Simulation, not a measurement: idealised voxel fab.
The following process module bears the name voxel wiring stack.
Section shown: cut. Width: 195 nm. Cell size: 5 nm, square.
Each cross-section below is a grid of square cells, stated as bands in top-down order, with one or more rows of cells making up each band.
Each band's line starts with the height of the band's top and of its bottom, in nm. Then come its materials from left to right, each with its width in nm. One material with "throughout" fills the band from edge to edge. "empty" is empty space.
Note: height 0 marks the level under which the wafer is uniformly one material as received. Lowest band unbounded below, written "0 and below".
The width entry "30..40" should be interpreted row by row: the top row of cells in the band takes the first number, the bottom row takes the second number, and the change between adjacent rows is uniform throughout.
Take "nothing different" at face value: in the step it is given for, the cross-section changed in none of its cells.
Closed-off voids of 8+ cells (no open route to the top) go in "Sealed void inventory", written width x height at distance from the left edge, in nm.
Anything after a step's settings on that line? It's the simulator's own note about the step.
The optional step-line setting "overlay nm" applies to steps with a mask and quantifies how far to the right of its planned location the mask lay, a negative value indicating leftward placement.

## Intended process steps
1) op RECEIVE | material Si
2) op CONFORMAL_DEP | material SiO2 | thk nm 10
3) op DIRECTIONAL_DEP | material TiN | thk nm 5
4) op DIRECTIONAL_DEP | material W | thk nm 20
5) op DIRECTIONAL_DEP | material aC | thk nm 10
6) op PATTERN | tone cover | mask id METAL_1 | material resist | width nm 25 | pitch nm 50 | thk nm 25 | overlay nm 0
7) op DIRECTIONAL_ETCH | etch materials aC | depth nm 10
8) op STRIP | etch materials resist
9) op DIRECTIONAL_ETCH | etch materials W | depth nm 20
10) op DIRECTIONAL_ETCH | etch materials TiN | depth nm 5
11) op STRIP | etch materials aC
12) op FILL_DEP | material lowk | thk nm 5
13) op CMP | height nm 35
14) op CONFORMAL_DEP | material SiCN | thk nm 5
15) op DIRECTIONAL_DEP | material lowk | thk nm 10
16) op MASKED_ETCH | tone open | mask id PLUG_1 | width nm 15 | etch materials lowk | depth nm 10 | overlay nm 0
17) op MASKED_ETCH | tone open | mask id PLUG_1 | width nm 15 | etch materials SiCN | depth nm 5 | overlay nm 0
18) op CONFORMAL_DEP | material TiN | thk nm 5
19) op FILL_DEP | material W | thk nm 5
20) op CMP | height nm 40
21) op DIRECTIONAL_DEP | material TiN | thk nm 5
22) op DIRECTIONAL_DEP | material W | thk nm 20
23) op PATTERN | tone cover | mask id METAL_2 | material resist | width nm 25 | pitch nm 50 | thk nm 15 | overlay nm 0
24) op DIRECTIONAL_ETCH | etch materials W | depth nm 20
25) op DIRECTIONAL_ETCH | etch materials TiN | depth nm 5
26) op STRIP | etch materials resist
27) op CONFORMAL_DEP | material SiCN | thk nm 5
28) op FILL_DEP | material lowk | thk nm 10
29) op CMP | height nm 75
30) op CONFORMAL_DEP | material SiN | thk nm 5
What sets these wafers apart? The height nm at step 20. They all start alike, and the plan carries the first wafer's value.

## Received condition of the first of several wafers, sectioned: post-step 1
0 and below  Si throughout
Sealed void inventory: none

## What follows is a table in which each wafer occupies a row; for the wafer as it stands at the close of the module, the row states, material by material, how many cells have been gained (+) or lost (-) since receipt, and then gives its closed voids
height nm 40, +95 SiCN, +39 SiN, +78 SiO2, +23 TiN, +80 W, +309 lowk, Sealed void inventory: none
height nm 45, +95 SiCN, +39 SiN, +78 SiO2, +25 TiN, +81 W, +306 lowk, Sealed void inventory: none
height nm 50, +81 SiCN, +39 SiN, +78 SiO2, +27 TiN, +82 W, +317 lowk, Sealed void inventory: none
height nm 55, +77 SiCN, +39 SiN, +78 SiO2, +65 TiN, +73 W, +292 lowk, Sealed void inventory: none
height nm 60, +73 SiCN, +39 SiN, +78 SiO2, +65 TiN, +102 W, +267 lowk, Sealed void inventory: none
